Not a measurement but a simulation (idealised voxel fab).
process module | voxel ribs on slabs
We display cut, a cross-section 195 nm in width whose square cells are each 5 nm.
Heads up, the way a cross-section reads in here is a grid of square cells, handed over as bands from the top down, with every band being one or more rows of cells.
Quick guide to a band line: top height, bottom height (nm) up front; then every material left to right with its width in nm. Only one material and it's marked "full width"? Then it fills the band edge to edge. And "air" just means empty space.
Beneath 0, the wafer as received is one material, and that level is where height counting begins. The lowest band goes on downward without a bottom; it is written like "0 -> down".
A two-number width, for instance "30->40", indicates that the width is equal to the first number in the top row of the band and to the second number in the bottom row, and that it changes by a constant amount per row of cells.
"stayed the same" for a step: no cell of the cross-section changed in that step.
Basically, "Listed closed voids" tells you about the enclosed voids: empty spaces with no open way to the top, 8 cells or bigger, each written width x height at distance, where distance is from the left edge, all in nm.
On a step's line, text after the settings is the simulator commenting on that step.
overlay nm: where the mask lay relative to plan, measured to the right, on steps with a mask; negatives go left.

SET OUT BELOW ARE THE PLANNED STEPS OF THE PROCESS
1,RECEIVE: material Si
2,DIRECTIONAL_DEP: material SiO2, thk nm 25
3,DIRECTIONAL_DEP: material SiN, thk nm 20
4,DIRECTIONAL_DEP: material aC, thk nm 15
5,PATTERN: tone cover, mask id RIB, material resist, width nm 25, thk nm 30, overlay nm 0
6,DIRECTIONAL_ETCH: etch materials aC, depth nm 15
7,STRIP: etch materials resist
8,DIRECTIONAL_ETCH: etch materials SiN, depth nm 5
9,STRIP: etch materials aC
10,MASKED_ETCH: tone cover, mask id SLAB, width nm 75, etch materials SiN, depth nm 15, overlay nm 0
11,FILL_DEP: material SiO2, thk nm 20
12,CMP: height nm 60
13,DIRECTIONAL_DEP: material W, thk nm 5
14,PATTERN: tone cover, mask id HEATER, material resist, width nm 35, thk nm 20, overlay nm 0
15,DIRECTIONAL_ETCH: etch materials W, depth nm 5
16,STRIP: etch materials resist
17,CONFORMAL_DEP: material SiO2, thk nm 10

WAFER AS RECEIVED: CROSS-SECTION FOLLOWING STEP 1
0 -> down  Si full width
Listed closed voids: none

RESULT OF THE MODULE, CROSS-SECTIONED: START PER ABOVE, PLAN PER ABOVE, ONE ERROR IN HOW IT WAS RUN
75 -> 70  70 of air  55 of SiO2  70 of air
70 -> 65  SiO2 full width
65 -> 60  80 of SiO2  35 of W  80 of SiO2
60 -> 55  SiO2 full width
55 -> 40  60 of SiO2  75 of SiN  60 of SiO2
40 -> 25  aC full width
25 -> 0  SiO2 full width
0 -> down  Si full width
Listed closed voids: none
Short version of what went wrong: steps 3 and 4 of the plan were run in the wrong order, each in the other's place
